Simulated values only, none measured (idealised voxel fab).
You're looking at the process module voxel ribs on slabs.
Shown is cross-section cut, with a width of 265 nm and square cells of size 5 nm.
Just so we're on the same page, the cross-sections are grids of square cells, and they're listed out in bands top to bottom, each band one or more rows deep. In this notation a band is specified by the heights of its top and bottom, in that order and in nm, after which its materials appear from left to right, each paired with its width in nm. The word "all across" attached to a single material means that material fills the band from edge to edge; the word "blank" stands for empty space. The reference from which all heights are counted is 0, the level beneath which the as-received wafer is entirely one material; the lowest band, having no lower bound, proceeds downward and is written after the example "0 and below". Width spec "30->40" -> top row of cells at first value, bottom row at second value, equal per-row change in between. Where the words "identical to before" appear for a step, the cross-section shows no cell changed by that step; every cell remained as before. This entry, "Voids, fully enclosed", enumerates those empty regions of no fewer than 8 cells that possess no open connection to the top. Each region is reported in the form width x height at distance, the distance being taken from the left edge, with all three quantities expressed in nm. If you see something after the settings on a step's line, that's the simulator's own remark about that step. overlay nm: mask right of planned place by this much (step with mask). Neg. = left.

## Planned step list for the process
| 1 | RECEIVE [material Si] |
| 2 | DIRECTIONAL_DEP [material SiO2] [thk nm 30] |
| 3 | DIRECTIONAL_DEP [material polySi] [thk nm 20] |
| 4 | DIRECTIONAL_DEP [material aC] [thk nm 15] |
| 5 | PATTERN [tone cover] [mask id RIB] [material resist] [width nm 30] [thk nm 35] [overlay nm 0] |
| 6 | DIRECTIONAL_ETCH [etch materials aC] [depth nm 15] |
| 7 | STRIP [etch materials resist] |
| 8 | DIRECTIONAL_ETCH [etch materials polySi] [depth nm 10] |
| 9 | STRIP [etch materials aC] |
| 10 | DIRECTIONAL_DEP [material aC] [thk nm 10] |
| 11 | PATTERN [tone cover] [mask id SLAB] [material resist] [width nm 80] [thk nm 25] [overlay nm 0] |
| 12 | DIRECTIONAL_ETCH [etch materials aC] [depth nm 10] |
| 13 | STRIP [etch materials resist] |
| 14 | DIRECTIONAL_ETCH [etch materials polySi] [depth nm 10] |
| 15 | STRIP [etch materials aC] |
| 16 | FILL_DEP [material SiO2] [thk nm 25] |
| 17 | CMP [height nm 70] |
| 18 | DIRECTIONAL_DEP [material W] [thk nm 10] |
| 19 | MASKED_ETCH [tone cover] [mask id HEATER] [width nm 40] [etch materials W] [depth nm 10] [overlay nm 0] |
| 20 | CONFORMAL_DEP [material SiO2] [thk nm 10] |

## Cross-section, incoming material, after step 1
> 0 and below: Si all across
> Voids, fully enclosed: none

## First of two wafers: cross-section at end of module, run per plan
> 90 down to 80: blank 100, SiO2 60, blank 105
> 80 down to 70: SiO2 110, W 40, SiO2 115
> 70 down to 50: SiO2 all across
> 50 down to 40: SiO2 115, polySi 30, SiO2 120
> 40 down to 30: SiO2 90, polySi 80, SiO2 95
> 30 down to 0: SiO2 all across
> 0 and below: Si all across
> Voids, fully enclosed: none

## Now the second wafer, cross-sectioned at the end of the module. Nothing different at the start, nothing different in the plan compared with the first, just one mistake when it was actually run
> 90 down to 80: blank 100, SiO2 60, blank 105
> 80 down to 70: SiO2 110, W 40, SiO2 115
> 70 down to 50: SiO2 all across
> 50 down to 40: SiO2 115, polySi 35, SiO2 115
> 40 down to 30: SiO2 90, polySi 80, SiO2 95
> 30 down to 0: SiO2 all across
> 0 and below: Si all across
> Voids, fully enclosed: none
Against the plan, the run slipped here: step 5 ran with different settings than intended, the actual operation and settings being PATTERN [tone cover] [mask id RIB] [material resist] [width nm 35] [thk nm 35] [overlay nm 0]
Count the cells at the end and the second wafer has more or fewer of some materials than the first: SiO2 -2; polySi +2
